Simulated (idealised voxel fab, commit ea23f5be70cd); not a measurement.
process module | voxel transistor to metal
cross-section cut | 300 nm wide | cells 5 nm
A cross-section is a grid of square cells, given in bands from the top down. A band is one or more rows of cells.
Each band's line starts with the height of the band's top and of its bottom, in nm. Then come its materials from left to right, each with its width in nm. One material with "throughout" fills the band from edge to edge. "air" is empty space.
Height 0 is the level under which the wafer as received is all one material. The lowest band goes on downwards, as in "0 down".
A width such as "30 to 40" changes by the same amount from each row of cells to the next, from the band's top row to its bottom row.
"no change" after a step means that no cell of the cross-section changed.
closed voids: empty space of 8 cells or more with no open way to the top, each as width x height at its distance from the left edge, in nm
after a step's settings: what the simulator itself notes on the step
overlay nm, on a step with a mask: how far to the right of its planned place the mask lay; to the left if negative
plan
1 op RECEIVE | material Si
2 op OXIDIZE | depth nm 5
3 op CONFORMAL_DEP | material SiN | thk nm 15
4 op PATTERN | tone cover | mask id ACTIVE | material resist | width nm 95 | pitch nm 115 | thk nm 20 | overlay nm 0
5 op DIRECTIONAL_ETCH | etch materials SiN | depth nm 15
6 op DIRECTIONAL_ETCH | etch materials SiO2 | depth nm 5
7 op DIRECTIONAL_ETCH | etch materials Si | depth nm 35
8 op STRIP | etch materials resist
9 op FILL_DEP | material SiO2 | thk nm 15
10 op CMP | height nm 15
11 op SELECTIVE_ETCH | etch materials SiO2 | depth nm 10
12 op STRIP | etch materials SiN
13 op SELECTIVE_ETCH | etch materials SiO2 | depth nm 5
14 op OXIDIZE | depth nm 5
15 op DIRECTIONAL_DEP | material polySi | thk nm 20
16 op DIRECTIONAL_DEP | material SiCN | thk nm 10
17 op PATTERN | tone cover | mask id GATE | material resist | width nm 25 | pitch nm 115 | thk nm 15 | overlay nm 0
18 op DIRECTIONAL_ETCH | etch materials SiCN | depth nm 20
19 op DIRECTIONAL_ETCH | etch materials polySi | depth nm 30
20 op STRIP | etch materials resist
21 op CONFORMAL_DEP | material SiN | thk nm 5
22 op DIRECTIONAL_ETCH | etch materials SiN | depth nm 5
23 op DIRECTIONAL_ETCH | etch materials SiO2 | depth nm 5
24 op EPI | material SiGe | thk nm 5
25 op FILL_DEP | material SiO2 | thk nm 10
26 op CMP | height nm 15
27 op STRIP | etch materials polySi
28 op SELECTIVE_ETCH | etch materials SiO2 | depth nm 5
29 op CONFORMAL_DEP | material HfO2 | thk nm 5
30 op CONFORMAL_DEP | material TiN | thk nm 5
31 op FILL_DEP | material W | thk nm 10
32 op CMP | height nm 10
33 op DIRECTIONAL_DEP | material SiO2 | thk nm 10
34 op DIRECTIONAL_DEP | material aC | thk nm 10
35 op PATTERN | tone open | mask id CONTACT | material resist | width nm 15 | thk nm 30 | overlay nm 0
36 op DIRECTIONAL_ETCH | etch materials aC | depth nm 10
37 op STRIP | etch materials resist
38 op DIRECTIONAL_ETCH | etch materials SiO2 | depth nm 25
39 op STRIP | etch materials aC
40 op CONFORMAL_DEP | material TiN | thk nm 5
41 op FILL_DEP | material Ru | thk nm 5
42 op CMP | height nm 20
43 op CONFORMAL_DEP | material SiN | thk nm 5
44 op DIRECTIONAL_DEP | material SiO2 | thk nm 25
45 op MASKED_ETCH | tone open | mask id METAL_1 | width nm 15 | etch materials SiO2 | depth nm 25 | overlay nm 0
46 op MASKED_ETCH | tone open | mask id METAL_1 | width nm 15 | etch materials SiN | depth nm 5 | overlay nm 0
47 op CONFORMAL_DEP | material TiN | thk nm 5
48 op FILL_DEP | material Ru | thk nm 10
49 op CMP | height nm 50
50 op CONFORMAL_DEP | material SiCN | thk nm 5
51 op DIRECTIONAL_DEP | material lowk | thk nm 30
52 op DIRECTIONAL_DEP | material aC | thk nm 10
53 op PATTERN | tone open | mask id METAL_2 | material resist | width nm 15 | pitch nm 115 | thk nm 25 | overlay nm 0
54 op DIRECTIONAL_ETCH | etch materials aC | depth nm 10
55 op STRIP | etch materials resist
56 op DIRECTIONAL_ETCH | etch materials lowk | depth nm 20
57 op STRIP | etch materials aC
58 op DIRECTIONAL_DEP | material aC | thk nm 15
59 op PATTERN | tone open | mask id METAL_2_HOLES | material resist | width nm 15 | pitch nm 115 | thk nm 30 | overlay nm 0
60 op DIRECTIONAL_ETCH | etch materials aC | depth nm 15
61 op STRIP | etch materials resist
62 op DIRECTIONAL_ETCH | etch materials lowk | depth nm 10
63 op DIRECTIONAL_ETCH | etch materials SiCN | depth nm 5
64 op STRIP | etch materials aC
65 op CONFORMAL_DEP | material TiN | thk nm 5
66 op FILL_DEP | material Ru | thk nm 10
67 op CMP | height nm 85
68 op CONFORMAL_DEP | material SiN | thk nm 5
as received, after step 1
  0 down: Si throughout
  closed voids: none
a wafer at the end: this start, this plan, one mistake
  90 to 85: SiN throughout
  85 to 55: lowk 50 | TiN 5 | Ru 5 | TiN 5 | lowk 100 | TiN 5 | Ru 5 | TiN 5 | lowk 120
  55 to 50: SiCN 50 | TiN 15 | SiCN 100 | TiN 15 | SiCN 120
  50 to 25: SiO2 50 | TiN 5 | Ru 5 | TiN 5 | SiO2 55 | TiN 5 | Ru 5 | TiN 5 | SiO2 30 | TiN 5 | Ru 5 | TiN 5 | SiO2 55 | TiN 5 | Ru 5 | TiN 5 | SiO2 50
  25 to 20: SiN 50 | TiN 15 | SiN 55 | TiN 15 | SiN 30 | TiN 15 | SiN 55 | TiN 15 | SiN 50
  20 to 10: SiO2 50 | TiN 5 | Ru 5 | TiN 5 | SiO2 55 | TiN 5 | Ru 5 | TiN 5 | SiO2 30 | TiN 5 | Ru 5 | TiN 5 | SiO2 55 | TiN 5 | Ru 5 | TiN 5 | SiO2 50
  10 to 5: SiO2 50 | TiN 5 | Ru 5 | TiN 5 | SiO2 10 | SiN 5 | HfO2 5 | TiN 5 | W 5 | TiN 5 | HfO2 5 | SiN 5 | SiO2 10 | TiN 5 | Ru 5 | TiN 5 | SiO2 30 | TiN 5 | Ru 5 | TiN 5 | SiO2 10 | SiN 5 | HfO2 5 | TiN 5 | W 5 | TiN 5 | HfO2 5 | SiN 5 | SiO2 10 | TiN 5 | Ru 5 | TiN 5 | SiO2 50
  5 to 0: SiO2 50 | TiN 5 | Ru 5 | TiN 5 | SiO2 10 | SiN 5 | HfO2 5 | TiN 5 | W 5 | TiN 5 | HfO2 5 | SiN 5 | SiO2 10 | TiN 15 | SiO2 30 | TiN 5 | Ru 5 | TiN 5 | SiO2 10 | SiN 5 | HfO2 5 | TiN 5 | W 5 | TiN 5 | HfO2 5 | SiN 5 | SiO2 10 | TiN 15 | SiO2 50
  0 to -5: SiO2 30 | SiN 5 | SiO2 15 | TiN 15 | SiO2 10 | SiN 5 | HfO2 5 | TiN 15 | HfO2 5 | SiN 5 | SiO2 10 | TiN 10 | SiN 5 | SiO2 10 | SiN 5 | SiO2 15 | TiN 15 | SiO2 10 | SiN 5 | HfO2 5 | TiN 15 | HfO2 5 | SiN 5 | SiO2 10 | TiN 10 | SiN 5 | SiO2 50
  -5 to -10: SiO2 35 | SiGe 40 | HfO2 35 | SiGe 20 | SiO2 20 | SiGe 40 | HfO2 35 | SiGe 20 | SiO2 55
  -10 to -40: SiO2 35 | Si 95 | SiO2 20 | Si 95 | SiO2 55
  -40 down: Si throughout
  closed voids: none
what went wrong: step 4 ran as: op PATTERN | tone cover | mask id ACTIVE | material resist | width nm 95 | pitch nm 115 | thk nm 20 | overlay nm -10
